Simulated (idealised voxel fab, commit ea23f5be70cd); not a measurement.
The process module presented herein is designated voxel self aligned vias.
Section cut is 225 nm wide and gridded with 5 nm square cells.
Bands, listed from the top down, are how a cross-section gets written in this document; the cross-section itself is a grid of square cells, and a band is one or more rows of them.
Per band: top height and bottom height in nm, followed by the left-to-right materials and their widths in nm; "throughout" marks a single material spanning edge to edge, "air" marks empty space.
Height 0 is the level under which the wafer as received is all one material. The lowest band goes on downwards, as in "0 and below".
When a width is written as two numbers, as in "30..40", the first number is the width in the top row of cells of the band and the second is the width in its bottom row, and the width changes by the same amount from each row to the next.
Take "nothing different" at face value: in the step it is given for, the cross-section changed in none of its cells.
"Enclosed void inventory" contains a list of empty spaces, each no smaller than 8 cells and without an open way to the top, written in the form width x height at distance with the distance from the left edge and all three in nm.
Note: text after step settings on the step line = simulator remark on that step.
Among the settings permitted on a step's line is "overlay nm"; applied to a step with a mask, it specifies the extent to which the mask lay to the right of its planned position, whereas a negative figure signifies a position to the left.

### Process steps foreseen in the plan
1 RECEIVE (material Si)
2 CONFORMAL_DEP (material SiO2; thk nm 10)
3 CONFORMAL_DEP (material SiCN; thk nm 5)
4 DIRECTIONAL_DEP (material SiO2; thk nm 20)
5 PATTERN (tone open; mask id LINES; material resist; width nm 25; pitch nm 60; thk nm 15; overlay nm 0)
6 DIRECTIONAL_ETCH (etch materials SiO2; depth nm 20)
7 STRIP (etch materials resist)
8 CONFORMAL_DEP (material TiN; thk nm 5)
9 FILL_DEP (material Ru; thk nm 5)
10 CMP (height nm 35)
11 SELECTIVE_ETCH (etch materials W Ru TiN; depth nm 10)
12 FILL_DEP (material SiN; thk nm 5)
13 CMP (height nm 35)
14 DIRECTIONAL_DEP (material SiO2; thk nm 15)
15 MASKED_ETCH (tone open; mask id VIAS; width nm 45; pitch nm 120; etch materials SiO2; depth nm 15; overlay nm 0)
16 MASKED_ETCH (tone open; mask id VIAS; width nm 45; pitch nm 120; etch materials SiN; depth nm 10; overlay nm 0)
17 CONFORMAL_DEP (material TiN; thk nm 5)
18 FILL_DEP (material Cu; thk nm 5)
19 CMP (height nm 50)
20 CONFORMAL_DEP (material SiN; thk nm 5)

### first wafer, as planned

### Cross-section: wafer on arrival = after step 1
- 0 and below | Si throughout
- Enclosed void inventory: none

### You're looking at a cross-section of the wafer after step 2
- 10 down to 0 | SiO2 throughout
- Everything under 0 stays put, no change at all.

### You're looking at a cross-section of the wafer after step 3
- 15 down to 10 | SiCN throughout
- Everything under 10 stays put, no change at all.

### You're looking at a cross-section of the wafer after step 4
- 35 down to 15 | SiO2 throughout
- Everything under 15 stays put, no change at all.

### You're looking at a cross-section of the wafer after step 5
- 50 down to 35 | resist=40  air=25  resist=35  air=25  resist=35  air=25  resist=40
- Everything under 35 stays put, no change at all.

### You're looking at a cross-section of the wafer after step 6
- 50 down to 35 | resist=40  air=25  resist=35  air=25  resist=35  air=25  resist=40
- 35 down to 15 | SiO2=40  air=25  SiO2=35  air=25  SiO2=35  air=25  SiO2=40
- Everything under 15 stays put, no change at all.

### You're looking at a cross-section of the wafer after step 7
- 35 down to 15 | SiO2=40  air=25  SiO2=35  air=25  SiO2=35  air=25  SiO2=40
- Everything under 15 stays put, no change at all.

### You're looking at a cross-section of the wafer after step 8
- 40 down to 35 | TiN=45  air=15  TiN=45  air=15  TiN=45  air=15  TiN=45
- 35 down to 20 | SiO2=40  TiN=5  air=15  TiN=5  SiO2=35  TiN=5  air=15  TiN=5  SiO2=35  TiN=5  air=15  TiN=5  SiO2=40
- 20 down to 15 | SiO2=40  TiN=25  SiO2=35  TiN=25  SiO2=35  TiN=25  SiO2=40
- Everything under 15 stays put, no change at all.

### You're looking at a cross-section of the wafer after step 9
- 45 down to 40 | Ru throughout
- 40 down to 35 | TiN=45  Ru=15  TiN=45  Ru=15  TiN=45  Ru=15  TiN=45
- 35 down to 20 | SiO2=40  TiN=5  Ru=15  TiN=5  SiO2=35  TiN=5  Ru=15  TiN=5  SiO2=35  TiN=5  Ru=15  TiN=5  SiO2=40
- Everything under 20 stays put, no change at all.

### You're looking at a cross-section of the wafer after step 10
- 35 down to 20 | SiO2=40  TiN=5  Ru=15  TiN=5  SiO2=35  TiN=5  Ru=15  TiN=5  SiO2=35  TiN=5  Ru=15  TiN=5  SiO2=40
- Everything under 20 stays put, no change at all.

### You're looking at a cross-section of the wafer after step 11
- 35 down to 25 | SiO2=40  air=25  SiO2=35  air=25  SiO2=35  air=25  SiO2=40
- Everything under 25 stays put, no change at all.

### You're looking at a cross-section of the wafer after step 12
- 40 down to 35 | SiN throughout
- 35 down to 25 | SiO2=40  SiN=25  SiO2=35  SiN=25  SiO2=35  SiN=25  SiO2=40
- Everything under 25 stays put, no change at all.

### You're looking at a cross-section of the wafer after step 13
- 35 down to 25 | SiO2=40  SiN=25  SiO2=35  SiN=25  SiO2=35  SiN=25  SiO2=40
- Everything under 25 stays put, no change at all.

### You're looking at a cross-section of the wafer after step 14
- 50 down to 35 | SiO2 throughout
- Everything under 35 stays put, no change at all.

### You're looking at a cross-section of the wafer after step 15
- 50 down to 35 | SiO2=30  air=45  SiO2=75  air=45  SiO2=30
- Everything under 35 stays put, no change at all.

### You're looking at a cross-section of the wafer after step 16
- 50 down to 35 | SiO2=30  air=45  SiO2=75  air=45  SiO2=30
- 35 down to 25 | SiO2=40  air=25  SiO2=35  SiN=25  SiO2=35  air=25  SiO2=40
- Everything under 25 stays put, no change at all.

### You're looking at a cross-section of the wafer after step 17
- 55 down to 50 | TiN=35  air=35  TiN=85  air=35  TiN=35
- 50 down to 40 | SiO2=30  TiN=5  air=35  TiN=5  SiO2=75  TiN=5  air=35  TiN=5  SiO2=30
- 40 down to 35 | SiO2=30  TiN=15  air=15  TiN=15  SiO2=75  TiN=15  air=15  TiN=15  SiO2=30
- 35 down to 30 | SiO2=40  TiN=5  air=15  TiN=5  SiO2=35  SiN=25  SiO2=35  TiN=5  air=15  TiN=5  SiO2=40
- 30 down to 25 | SiO2=40  TiN=25  SiO2=35  SiN=25  SiO2=35  TiN=25  SiO2=40
- Everything under 25 stays put, no change at all.

### You're looking at a cross-section of the wafer after step 18
- 60 down to 55 | Cu throughout
- 55 down to 50 | TiN=35  Cu=35  TiN=85  Cu=35  TiN=35
- 50 down to 40 | SiO2=30  TiN=5  Cu=35  TiN=5  SiO2=75  TiN=5  Cu=35  TiN=5  SiO2=30
- 40 down to 35 | SiO2=30  TiN=15  Cu=15  TiN=15  SiO2=75  TiN=15  Cu=15  TiN=15  SiO2=30
- 35 down to 30 | SiO2=40  TiN=5  Cu=15  TiN=5  SiO2=35  SiN=25  SiO2=35  TiN=5  Cu=15  TiN=5  SiO2=40
- Everything under 30 stays put, no change at all.

### You're looking at a cross-section of the wafer after step 19
- 50 down to 40 | SiO2=30  TiN=5  Cu=35  TiN=5  SiO2=75  TiN=5  Cu=35  TiN=5  SiO2=30
- Everything under 40 stays put, no change at all.

### You're looking at a cross-section of the wafer after step 20
- 55 down to 50 | SiN throughout
- Everything under 50 stays put, no change at all.

### What follows concerns the second wafer, which started out like the first and was meant to follow the very same plan; one mistake crept in when it was run, but everything up to and including step 2 is the same as for the first wafer

when step 3 should have ended: nothing different

### when step 4 should have ended
- 30 down to 0 | SiO2 throughout
- Everything under 0 stays put, no change at all.

### when step 5 should have ended
- 45 down to 30 | resist=40  air=25  resist=35  air=25  resist=35  air=25  resist=40
- Everything under 30 stays put, no change at all.

### when step 6 should have ended
- 45 down to 30 | resist=40  air=25  resist=35  air=25  resist=35  air=25  resist=40
- 30 down to 10 | SiO2=40  air=25  SiO2=35  air=25  SiO2=35  air=25  SiO2=40
- Everything under 10 stays put, no change at all.

### when step 7 should have ended
- 30 down to 10 | SiO2=40  air=25  SiO2=35  air=25  SiO2=35  air=25  SiO2=40
- Everything under 10 stays put, no change at all.

### when step 8 should have ended
- 35 down to 30 | TiN=45  air=15  TiN=45  air=15  TiN=45  air=15  TiN=45
- 30 down to 15 | SiO2=40  TiN=5  air=15  TiN=5  SiO2=35  TiN=5  air=15  TiN=5  SiO2=35  TiN=5  air=15  TiN=5  SiO2=40
- 15 down to 10 | SiO2=40  TiN=25  SiO2=35  TiN=25  SiO2=35  TiN=25  SiO2=40
- Everything under 10 stays put, no change at all.

### when step 9 should have ended
- 40 down to 35 | Ru throughout
- 35 down to 30 | TiN=45  Ru=15  TiN=45  Ru=15  TiN=45  Ru=15  TiN=45
- 30 down to 15 | SiO2=40  TiN=5  Ru=15  TiN=5  SiO2=35  TiN=5  Ru=15  TiN=5  SiO2=35  TiN=5  Ru=15  TiN=5  SiO2=40
- Everything under 15 stays put, no change at all.

### when step 10 should have ended
- 35 down to 30 | TiN=45  Ru=15  TiN=45  Ru=15  TiN=45  Ru=15  TiN=45
- Everything under 30 stays put, no change at all.

### when step 11 should have ended
- 30 down to 25 | SiO2=40  air=25  SiO2=35  air=25  SiO2=35  air=25  SiO2=40
- Everything under 25 stays put, no change at all.

### when step 12 should have ended
- 35 down to 30 | SiN throughout
- 30 down to 25 | SiO2=40  SiN=25  SiO2=35  SiN=25  SiO2=35  SiN=25  SiO2=40
- Everything under 25 stays put, no change at all.

when step 13 should have ended: nothing different

### when step 14 should have ended
- 50 down to 35 | SiO2 throughout
- Everything under 35 stays put, no change at all.

### when step 15 should have ended
- 50 down to 35 | SiO2=30  air=45  SiO2=75  air=45  SiO2=30
- Everything under 35 stays put, no change at all.

### when step 16 should have ended
- 50 down to 35 | SiO2=30  air=45  SiO2=75  air=45  SiO2=30
- 35 down to 30 | SiN=30  air=45  SiN=75  air=45  SiN=30
- 30 down to 25 | SiO2=40  air=25  SiO2=35  SiN=25  SiO2=35  air=25  SiO2=40
- Everything under 25 stays put, no change at all.

### when step 17 should have ended
- 55 down to 50 | TiN=35  air=35  TiN=85  air=35  TiN=35
- 50 down to 35 | SiO2=30  TiN=5  air=35  TiN=5  SiO2=75  TiN=5  air=35  TiN=5  SiO2=30
- 35 down to 30 | SiN=30  TiN=15  air=15  TiN=15  SiN=75  TiN=15  air=15  TiN=15  SiN=30
- 30 down to 25 | SiO2=40  TiN=25  SiO2=35  SiN=25  SiO2=35  TiN=25  SiO2=40
- Everything under 25 stays put, no change at all.

### when step 18 should have ended
- 60 down to 55 | Cu throughout
- 55 down to 50 | TiN=35  Cu=35  TiN=85  Cu=35  TiN=35
- 50 down to 35 | SiO2=30  TiN=5  Cu=35  TiN=5  SiO2=75  TiN=5  Cu=35  TiN=5  SiO2=30
- 35 down to 30 | SiN=30  TiN=15  Cu=15  TiN=15  SiN=75  TiN=15  Cu=15  TiN=15  SiN=30
- Everything under 30 stays put, no change at all.

### when step 19 should have ended
- 50 down to 35 | SiO2=30  TiN=5  Cu=35  TiN=5  SiO2=75  TiN=5  Cu=35  TiN=5  SiO2=30
- Everything under 35 stays put, no change at all.

### when step 20 should have ended
- 55 down to 50 | SiN throughout
- Everything under 50 stays put, no change at all.
what went wrong: the plan's step 3 went unexecuted, having been skipped
Materials where the second wafer ends with more or fewer cells than the first: +8 Cu; +9 Ru; -45 SiCN; +22 SiN; +6 TiN
